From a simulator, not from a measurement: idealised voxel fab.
Process module, titled voxel spacer lines
Square cell edge 5 nm, section width 225 nm, ID cut.
Think of the cross-section as a grid of square cells. We describe it in bands, top to bottom, and each band covers one or more rows of those cells.
A band entry consists of two parts. The first gives the height of the band's top and the height of its bottom, in nm. The rest lists the band's materials from left to right, each with its width in nm. A single material labelled with the word "all across" fills the band from edge to edge, and the word "blank" marks empty space.
All heights in this document are referenced to 0, defined as the level beneath which the wafer, as received, consists entirely of one material. The lowest band is not bounded below; it extends indefinitely downward and is written in the form "0 down".
Width: "30 to 40" (first number = top row, second number = bottom row, same change from row to row of cells).
Basically "everything unchanged" means that step didn't change any cell in the cross-section.
The label "Listed closed voids" introduces a list of the empty spaces, 8 cells or larger, that have no open way up to the top; each entry in it reads width x height at distance, where the distance is taken from the left edge and all three are stated in nm.
Past the settings on a step's line: simulator remark, on that step.
Among the settings permitted on a step's line is "overlay nm"; applied to a step with a mask, it specifies the extent to which the mask lay to the right of its planned position, whereas a negative figure signifies a position to the left.
-- Process steps - plan
1) RECEIVE: material Si
2) CONFORMAL_DEP: material Al2O3, thk nm 5
3) DIRECTIONAL_DEP: material SiN, thk nm 10
4) DIRECTIONAL_DEP: material polySi, thk nm 25
5) PATTERN: tone cover, mask id MANDREL, material resist, width nm 15, pitch nm 80, thk nm 30, overlay nm 0
6) DIRECTIONAL_ETCH: etch materials polySi, depth nm 25
7) STRIP: etch materials resist
8) CONFORMAL_DEP: material SiO2, thk nm 15
9) DIRECTIONAL_ETCH: etch materials SiO2, depth nm 15
10) STRIP: etch materials polySi
11) DIRECTIONAL_ETCH: etch materials SiN, depth nm 10
12) STRIP: etch materials SiO2
13) FILL_DEP: material SiO2, thk nm 5
14) CMP: height nm 15
The plan's step 5 width nm is the first wafer's value; the wafers differ in this setting and start identical.
-- First of several wafers (as received, post step 1), cross-sectional view
0 down = Si all across
Listed closed voids: none
-- At the end of the module, after its last step, step 14, the first of several wafers appears in cross-section as follows
15 to 5 = 50 nm SiO2, 15 nm SiN, 15 nm SiO2, 15 nm SiN, 35 nm SiO2, 15 nm SiN, 15 nm SiO2, 15 nm SiN, 50 nm SiO2
5 to 0 = Al2O3 all across
0 down = Si all across
Listed closed voids: none
-- Final wafer cross-section at module end
15 to 5 = 40 nm SiO2, 15 nm SiN, 40 nm SiO2, 15 nm SiN, 10 nm SiO2, 15 nm SiN, 40 nm SiO2, 15 nm SiN, 35 nm SiO2
5 to 0 = Al2O3 all across
0 down = Si all across
Listed closed voids: none
-- Table: wafers, a row each; end-of-module cell change per material since receipt, gain (+), loss (-); then closed voids
width nm 15, +45 Al2O3, +24 SiN, +66 SiO2, Listed closed voids: none
width nm 20, +45 Al2O3, +24 SiN, +66 SiO2, Listed closed voids: none
width nm 25, +45 Al2O3, +24 SiN, +66 SiO2, Listed closed voids: none
width nm 30, +45 Al2O3, +24 SiN, +66 SiO2, Listed closed voids: none
width nm 35, +45 Al2O3, +24 SiN, +66 SiO2, Listed closed voids: none
width nm 40, +45 Al2O3, +24 SiN, +66 SiO2, Listed closed voids: none
